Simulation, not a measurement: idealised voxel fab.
The document below concerns the process module designated voxel trench capacitor.
Square cells of 5 nm make up the cross-section cut, whose width is 260 nm.
When this document writes out a cross-section, it uses a grid of square cells and lists it as bands, beginning at the top and moving down, with a band standing for one or more rows of cells. Within each band entry, the heights of the top and of the bottom of the band appear first, in that order and in nm; the materials of the band then follow from left to right, each with its corresponding width in nm. The designation "throughout" on a single material indicates that it fills the band from edge to edge; the designation "blank" indicates empty space. Heights are reckoned from 0. Under this level, the received wafer is all of one material. The bottommost band is open-ended downward, for example "top 0, no bottom". When a width is written as two numbers, as in "30->40", the first number is the width in the top row of cells of the band and the second is the width in its bottom row, and the width changes by the same amount from each row to the next. "nothing was modified" for a step: no cell of the cross-section changed in that step. The entry "Non-vented voids" lists the empty spaces that cover at least 8 cells and have no open path to the top. Each is written as width x height at distance, where the distance is measured from the left edge and all three values are in nm. That trailing text on a step's line, after the settings, is the simulator's own remark on the step. overlay nm: where the mask lay relative to plan, measured to the right, on steps with a mask; negatives go left.
**Planned process steps**
1) RECEIVE [material Si]
2) CONFORMAL_DEP [material SiN] [thk nm 10]
3) PATTERN [tone open] [mask id TRENCH] [material resist] [width nm 25] [pitch nm 45] [thk nm 15] [overlay nm 0]
4) DIRECTIONAL_ETCH [etch materials SiN] [depth nm 10]
5) DIRECTIONAL_ETCH [etch materials Si] [depth nm 40]
6) STRIP [etch materials resist]
7) CONFORMAL_DEP [material Al2O3] [thk nm 5]
8) CONFORMAL_DEP [material TiN] [thk nm 5]
9) FILL_DEP [material W] [thk nm 5]
10) CMP [height nm 10]
**As received (post step 1): cross-section**
> top 0, no bottom = Si throughout
> Non-vented voids: none
**End-of-module cross-section of the first of two wafers, processed as planned**
> top 10, bottom 0 = SiN (50)  Al2O3 (5)  TiN (5)  W (5)  TiN (5)  Al2O3 (5)  SiN (20)  Al2O3 (5)  TiN (5)  W (5)  TiN (5)  Al2O3 (5)  SiN (20)  Al2O3 (5)  TiN (5)  W (5)  TiN (5)  Al2O3 (5)  SiN (20)  Al2O3 (5)  TiN (5)  W (5)  TiN (5)  Al2O3 (5)  SiN (50)
> top 0, bottom -30 = Si (50)  Al2O3 (5)  TiN (5)  W (5)  TiN (5)  Al2O3 (5)  Si (20)  Al2O3 (5)  TiN (5)  W (5)  TiN (5)  Al2O3 (5)  Si (20)  Al2O3 (5)  TiN (5)  W (5)  TiN (5)  Al2O3 (5)  Si (20)  Al2O3 (5)  TiN (5)  W (5)  TiN (5)  Al2O3 (5)  Si (50)
> top -30, bottom -35 = Si (50)  Al2O3 (5)  TiN (15)  Al2O3 (5)  Si (20)  Al2O3 (5)  TiN (15)  Al2O3 (5)  Si (20)  Al2O3 (5)  TiN (15)  Al2O3 (5)  Si (20)  Al2O3 (5)  TiN (15)  Al2O3 (5)  Si (50)
> top -35, bottom -40 = Si (50)  Al2O3 (25)  Si (20)  Al2O3 (25)  Si (20)  Al2O3 (25)  Si (20)  Al2O3 (25)  Si (50)
> top -40, no bottom = Si throughout
> Non-vented voids: none
**Cross-section of the latter of the two wafers at module completion. It had an identical start and an identical plan to the former; in running it, one mistake was made**
> top 10, bottom 0 = SiN (50)  Al2O3 (25)  SiN (20)  Al2O3 (25)  SiN (20)  Al2O3 (25)  SiN (20)  Al2O3 (25)  SiN (50)
> top 0, bottom -40 = Si (50)  Al2O3 (25)  Si (20)  Al2O3 (25)  Si (20)  Al2O3 (25)  Si (20)  Al2O3 (25)  Si (50)
> top -40, no bottom = Si throughout
> Non-vented voids: none
Deviation from plan: heads up, step 7 didn't go per plan, it actually ran as CONFORMAL_DEP [material Al2O3] [thk nm 15]
The closing comparison, in cells, has the second wafer with more or fewer of some materials than the first: Al2O3 +108; TiN -76; W -32
